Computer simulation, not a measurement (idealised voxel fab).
Presented below is a process module, voxel tone inversion.
Each square cell in cross-section cut measures 5 nm, and the section as a whole is 270 nm wide.
For the purposes of this document, a cross-section shall be understood as a grid of square cells, specified as bands listed in top-to-bottom order, each band consisting of one or more rows of cells.
Within each band entry, the heights of the top and of the bottom of the band appear first, in that order and in nm; the materials of the band then follow from left to right, each with its corresponding width in nm. The designation "edge to edge" on a single material indicates that it fills the band from edge to edge; the designation "blank" indicates empty space.
Heights are reckoned from 0. Under this level, the received wafer is all of one material. The bottommost band is open-ended downward, for example "0 nm and below".
It should be noted that a width expressed as "30..40" varies in equal increments from row to row of cells within the band, taking the value of the first number at the top row and that of the second number at the bottom row.
Step note "remained the same" = no cross-section cell changed.
What "Entrapped void list" gives you is every empty space of 8 cells or more that is cut off from the top. Each appears as width x height at distance, with the distance taken from the left edge and width, height and distance all in nm.
Where a step's line continues beyond its settings, the continuation is a remark by the simulator itself on that step.
Regarding "overlay nm": on a step with a mask, it is the distance the mask lay to the right of its planned place; a negative value places it to the left.
### Process steps (planned)
step 1: RECEIVE, material Si
step 2: CONFORMAL_DEP, material SiCN, thk nm 5
step 3: DIRECTIONAL_DEP, material polySi, thk nm 15
step 4: PATTERN, tone cover, mask id POSTS, material resist, width nm 25, pitch nm 45, thk nm 25, overlay nm 0
step 5: DIRECTIONAL_ETCH, etch materials polySi, depth nm 15
step 6: STRIP, etch materials resist
step 7: FILL_DEP, material lowk, thk nm 5
step 8: CMP, height nm 20
step 9: STRIP, etch materials polySi
### First of two wafers, processed according to plan
### Delivered wafer in cross-section: state after step 1
0 nm and below = Si edge to edge
Entrapped void list: none
### The following cross-section depicts the wafer upon completion of step 2
5 nm to 0 nm = SiCN edge to edge
All layers under 0 are left as they were.
### The following cross-section depicts the wafer upon completion of step 3
20 nm to 5 nm = polySi edge to edge
All layers under 5 are left as they were.
### The following cross-section depicts the wafer upon completion of step 4
45 nm to 20 nm = 75 nm blank  25 nm resist  20 nm blank  25 nm resist  20 nm blank  25 nm resist  80 nm blank
All layers under 20 are left as they were.
### The following cross-section depicts the wafer upon completion of step 5
45 nm to 20 nm = 75 nm blank  25 nm resist  20 nm blank  25 nm resist  20 nm blank  25 nm resist  80 nm blank
20 nm to 5 nm = 75 nm blank  25 nm polySi  20 nm blank  25 nm polySi  20 nm blank  25 nm polySi  80 nm blank
All layers under 5 are left as they were.
### The following cross-section depicts the wafer upon completion of step 6
20 nm to 5 nm = 75 nm blank  25 nm polySi  20 nm blank  25 nm polySi  20 nm blank  25 nm polySi  80 nm blank
All layers under 5 are left as they were.
### The following cross-section depicts the wafer upon completion of step 7
25 nm to 20 nm = lowk edge to edge
20 nm to 5 nm = 75 nm lowk  25 nm polySi  20 nm lowk  25 nm polySi  20 nm lowk  25 nm polySi  80 nm lowk
All layers under 5 are left as they were.
### The following cross-section depicts the wafer upon completion of step 8
20 nm to 5 nm = 75 nm lowk  25 nm polySi  20 nm lowk  25 nm polySi  20 nm lowk  25 nm polySi  80 nm lowk
All layers under 5 are left as they were.
### The following cross-section depicts the wafer upon completion of step 9
20 nm to 5 nm = 75 nm lowk  25 nm blank  20 nm lowk  25 nm blank  20 nm lowk  25 nm blank  80 nm lowk
All layers under 5 are left as they were.
### Notes, second wafer: start = first wafer's, plan = first wafer's, execution had one mistake; history identical to first through step 1
### Second wafer, cross-section, planned end of step 2
15 nm to 0 nm = SiCN edge to edge
All layers under 0 are left as they were.
### Second wafer, cross-section, planned end of step 3
30 nm to 15 nm = polySi edge to edge
All layers under 15 are left as they were.
### Second wafer, cross-section, planned end of step 4
55 nm to 30 nm = 75 nm blank  25 nm resist  20 nm blank  25 nm resist  20 nm blank  25 nm resist  80 nm blank
All layers under 30 are left as they were.
### Second wafer, cross-section, planned end of step 5
55 nm to 30 nm = 75 nm blank  25 nm resist  20 nm blank  25 nm resist  20 nm blank  25 nm resist  80 nm blank
30 nm to 15 nm = 75 nm blank  25 nm polySi  20 nm blank  25 nm polySi  20 nm blank  25 nm polySi  80 nm blank
All layers under 15 are left as they were.
### Second wafer, cross-section, planned end of step 6
30 nm to 15 nm = 75 nm blank  25 nm polySi  20 nm blank  25 nm polySi  20 nm blank  25 nm polySi  80 nm blank
All layers under 15 are left as they were.
### Second wafer, cross-section, planned end of step 7
35 nm to 30 nm = lowk edge to edge
30 nm to 15 nm = 75 nm lowk  25 nm polySi  20 nm lowk  25 nm polySi  20 nm lowk  25 nm polySi  80 nm lowk
All layers under 15 are left as they were.
### Second wafer, cross-section, planned end of step 8
20 nm to 15 nm = 75 nm lowk  25 nm polySi  20 nm lowk  25 nm polySi  20 nm lowk  25 nm polySi  80 nm lowk
All layers under 15 are left as they were.
### Second wafer, cross-section, planned end of step 9
20 nm to 15 nm = 75 nm lowk  25 nm blank  20 nm lowk  25 nm blank  20 nm lowk  25 nm blank  80 nm lowk
All layers under 15 are left as they were.
Want to know what went wrong? step 2 was run on a setting that differed from the plan, and what really ran there is CONFORMAL_DEP, material SiCN, thk nm 15
In the final state, the cell counts of the second wafer exceed or fall short of those of the first for the following materials: +108 SiCN, -78 lowk
